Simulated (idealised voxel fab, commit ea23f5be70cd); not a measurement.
Module name: voxel tone inversion (process module)
Displayed cross-section: cut, width of 265 nm, square cells sized 5 nm.
When this document writes out a cross-section, it uses a grid of square cells and lists it as bands, beginning at the top and moving down, with a band standing for one or more rows of cells.
The band entry comprises the height of the band's top followed by the height of its bottom, expressed in nm, and subsequently the band's materials from left to right, each stated together with its width in nm. Where a single material is marked with the word "full width", that material fills the band from edge to edge. The word "air" represents empty space.
Ref level 0: as-received wafer is one material below here. Bottom band extends down with no lower bound ("0 down").
The expression "30 to 40" gives the width at the extremes of the band, the first number at its top row of cells and the second at its bottom row, with the width changing by equal amounts from each row to the next in between.
Where the words "no modifications" appear for a step, the cross-section shows no cell changed by that step; every cell remained as before.
Listed in "Trapped voids": every empty space of 8 or more cells without an open way to the top. Form: width x height at distance, the distance being from the left edge, all in nm.
On a step's line, text after the settings is the simulator commenting on that step.
overlay nm: how far to the right of its planned place the mask lay on this masked step (negative: to the left).

List of planned process steps:
step 1: op RECEIVE | material Si
step 2: op CONFORMAL_DEP | material SiCN | thk nm 5
step 3: op DIRECTIONAL_DEP | material aC | thk nm 20
step 4: op PATTERN | tone cover | mask id POSTS | material resist | width nm 15 | pitch nm 35 | thk nm 25 | overlay nm 0
step 5: op DIRECTIONAL_ETCH | etch materials aC | depth nm 20
step 6: op STRIP | etch materials resist
step 7: op FILL_DEP | material SiO2 | thk nm 5
step 8: op CMP | height nm 25
step 9: op STRIP | etch materials aC

Cross-section of the wafer upon arrival, representing the state reached after step 1:
  0 down  Si full width
  Trapped voids: none

The cross-section shown corresponds to the wafer at the conclusion of the module. The initial structure and the process plan are those presented above; however, one mistake occurred in executing the plan:
  25 to 5  SiO2=105; air=20; SiO2=15; air=20; SiO2=105
  5 to 0  SiCN full width
  0 down  Si full width
  Trapped voids: none
What was the processing mistake? heads up, step 4 didn't go per plan, it actually ran as op PATTERN | tone cover | mask id POSTS | material resist | width nm 20 | pitch nm 35 | thk nm 25 | overlay nm 0
